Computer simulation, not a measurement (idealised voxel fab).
Process module heading - voxel fin reveal
Square cell edge 5 nm, section width 240 nm, ID cut.
Cross-section = grid of square cells, listed top down in bands; band = one or more rows. The band entry comprises the height of the band's top followed by the height of its bottom, expressed in nm, and subsequently the band's materials from left to right, each stated together with its width in nm. Where a single material is marked with the word "everywhere", that material fills the band from edge to edge. The word "air" represents empty space. A quick word on heights: they are counted from 0, and under that level the wafer as it came to us is one material throughout. The lowest band is different from the rest in having no bottom; it simply continues downward, written as in "z 0 and below". You'd read "30 to 40" like this: the band's top row of cells is as wide as the first number, its bottom row is as wide as the second, and going down, every row changes width by the same amount as the row before did. Any step labelled "nothing different" changed none of the cells in the cross-section. "Sealed-off cavities": empty spaces of 8 cells or more with no open way to the top, each given as width x height at distance, distance from the left edge, all in nm. Whatever follows a step's settings on its line is a remark the simulator itself makes about that step. Steps that use a mask can have "overlay nm" on their line. It says how far the mask sat to the right of where it was meant to be. Negative means to the left.

[Below is the list of planned process steps]
1: RECEIVE (material Si)
2: CONFORMAL_DEP (material SiN; thk nm 5)
3: DIRECTIONAL_DEP (material aC; thk nm 5)
4: PATTERN (tone cover; mask id FINS; material resist; width nm 15; pitch nm 45; thk nm 35; overlay nm 0)
5: DIRECTIONAL_ETCH (etch materials aC; depth nm 15)
6: STRIP (etch materials resist)
7: DIRECTIONAL_ETCH (etch materials SiN; depth nm 5)
8: DIRECTIONAL_ETCH (etch materials Si; depth nm 35)
9: STRIP (etch materials aC)
10: FILL_DEP (material SiO2; thk nm 15)
11: CMP (height nm 5)
12: SELECTIVE_ETCH (etch materials SiO2; depth nm 30)
13: STRIP (etch materials SiN)
14: CONFORMAL_DEP (material HfO2; thk nm 5)
The plan's step 3 thk nm is the first wafer's value; the wafers differ in this setting and start identical.

[So this is the first of several wafers, cross-sectioned as it came to us, meaning it's at the end of step 1]
  z 0 and below = Si everywhere
  Sealed-off cavities: none

[Take a look at the first of several wafers in cross-section: the module is done, and step 14 was its last step]
  z 5 to 0 = 60 nm air | 25 nm HfO2 | 20 nm air | 25 nm HfO2 | 20 nm air | 25 nm HfO2 | 65 nm air
  z 0 to -20 = 60 nm air | 5 nm HfO2 | 15 nm Si | 5 nm HfO2 | 20 nm air | 5 nm HfO2 | 15 nm Si | 5 nm HfO2 | 20 nm air | 5 nm HfO2 | 15 nm Si | 5 nm HfO2 | 65 nm air
  z -20 to -25 = 65 nm HfO2 | 15 nm Si | 30 nm HfO2 | 15 nm Si | 30 nm HfO2 | 15 nm Si | 70 nm HfO2
  z -25 to -35 = 65 nm SiO2 | 15 nm Si | 30 nm SiO2 | 15 nm Si | 30 nm SiO2 | 15 nm Si | 70 nm SiO2
  z -35 and below = Si everywhere
  Sealed-off cavities: none

[Module end, final wafer: cross-section]
  z 5 to 0 = HfO2 everywhere
  z 0 and below = Si everywhere
  Sealed-off cavities: none

[Row per wafer, end-of-module: cell gain (+)/loss (-) by material since the wafer came in, then closed voids]
thk nm 5 | +78 HfO2 | -273 Si | +78 SiO2 | Sealed-off cavities: none
thk nm 10 | +78 HfO2 | -273 Si | +78 SiO2 | Sealed-off cavities: none
thk nm 15 | +78 HfO2 | -273 Si | +78 SiO2 | Sealed-off cavities: none
thk nm 20 | +48 HfO2 | Sealed-off cavities: none
thk nm 25 | +48 HfO2 | Sealed-off cavities: none
thk nm 30 | +48 HfO2 | Sealed-off cavities: none
